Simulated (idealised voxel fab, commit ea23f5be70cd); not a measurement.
process module | voxel tone inversion
cross-section cut | 210 nm wide | cells 5 nm
A cross-section is a grid of square cells, given in bands from the top down. A band is one or more rows of cells.
Each band's line starts with the height of the band's top and of its bottom, in nm. Then come its materials from left to right, each with its width in nm. One material with "throughout" fills the band from edge to edge. "air" is empty space.
Height 0 is the level under which the wafer as received is all one material. The lowest band goes on downwards, as in "0 down".
A width such as "30 to 40" changes by the same amount from each row of cells to the next, from the band's top row to its bottom row.
"no change" after a step means that no cell of the cross-section changed.
closed voids: empty space of 8 cells or more with no open way to the top, each as width x height at its distance from the left edge, in nm
after a step's settings: what the simulator itself notes on the step
overlay nm, on a step with a mask: how far to the right of its planned place the mask lay; to the left if negative
plan
1 op RECEIVE | material Si
2 op CONFORMAL_DEP | material SiN | thk nm 10
3 op DIRECTIONAL_DEP | material polySi | thk nm 20
4 op PATTERN | tone cover | mask id POSTS | material resist | width nm 15 | pitch nm 35 | thk nm 30 | overlay nm 0
5 op DIRECTIONAL_ETCH | etch materials polySi | depth nm 20
6 op STRIP | etch materials resist
7 op FILL_DEP | material SiO2 | thk nm 5
8 op CMP | height nm 30
9 op STRIP | etch materials polySi
first wafer, as planned
as received, after step 1
  0 down: Si throughout
  closed voids: none
after step 2
  10 to 0: SiN throughout
  below 0: unchanged
after step 3
  30 to 10: polySi throughout
  below 10: unchanged
after step 4
  60 to 30: air 60 | resist 15 | air 20 | resist 15 | air 20 | resist 15 | air 65
  below 30: unchanged
after step 5
  60 to 30: air 60 | resist 15 | air 20 | resist 15 | air 20 | resist 15 | air 65
  30 to 10: air 60 | polySi 15 | air 20 | polySi 15 | air 20 | polySi 15 | air 65
  below 10: unchanged
after step 6
  30 to 10: air 60 | polySi 15 | air 20 | polySi 15 | air 20 | polySi 15 | air 65
  below 10: unchanged
after step 7
  35 to 30: SiO2 throughout
  30 to 10: SiO2 60 | polySi 15 | SiO2 20 | polySi 15 | SiO2 20 | polySi 15 | SiO2 65
  below 10: unchanged
after step 8
  30 to 10: SiO2 60 | polySi 15 | SiO2 20 | polySi 15 | SiO2 20 | polySi 15 | SiO2 65
  below 10: unchanged
after step 9
  30 to 10: SiO2 60 | air 15 | SiO2 20 | air 15 | SiO2 20 | air 15 | SiO2 65
  below 10: unchanged
second wafer: like start, like plan, one mistake. Through step 4 it matches the first wafer
when step 5 should have ended
  60 to 30: air 60 | resist 15 | air 20 | resist 15 | air 20 | resist 15 | air 65
  30 to 10: air 60 | polySi 15 | air 20 | polySi 15 | air 20 | polySi 15 | air 65
  below 10: unchanged
when step 6 should have ended
  30 to 10: air 60 | polySi 15 | air 20 | polySi 15 | air 20 | polySi 15 | air 65
  below 10: unchanged
when step 7 should have ended
  35 to 30: SiO2 throughout
  30 to 10: SiO2 60 | polySi 15 | SiO2 20 | polySi 15 | SiO2 20 | polySi 15 | SiO2 65
  below 10: unchanged
when step 8 should have ended
  30 to 10: SiO2 60 | polySi 15 | SiO2 20 | polySi 15 | SiO2 20 | polySi 15 | SiO2 65
  below 10: unchanged
when step 9 should have ended
  30 to 10: SiO2 60 | air 15 | SiO2 20 | air 15 | SiO2 20 | air 15 | SiO2 65
  below 10: unchanged
what went wrong: step 5 was run twice
at the end the two cross-sections are the same: no effect in what this model computes
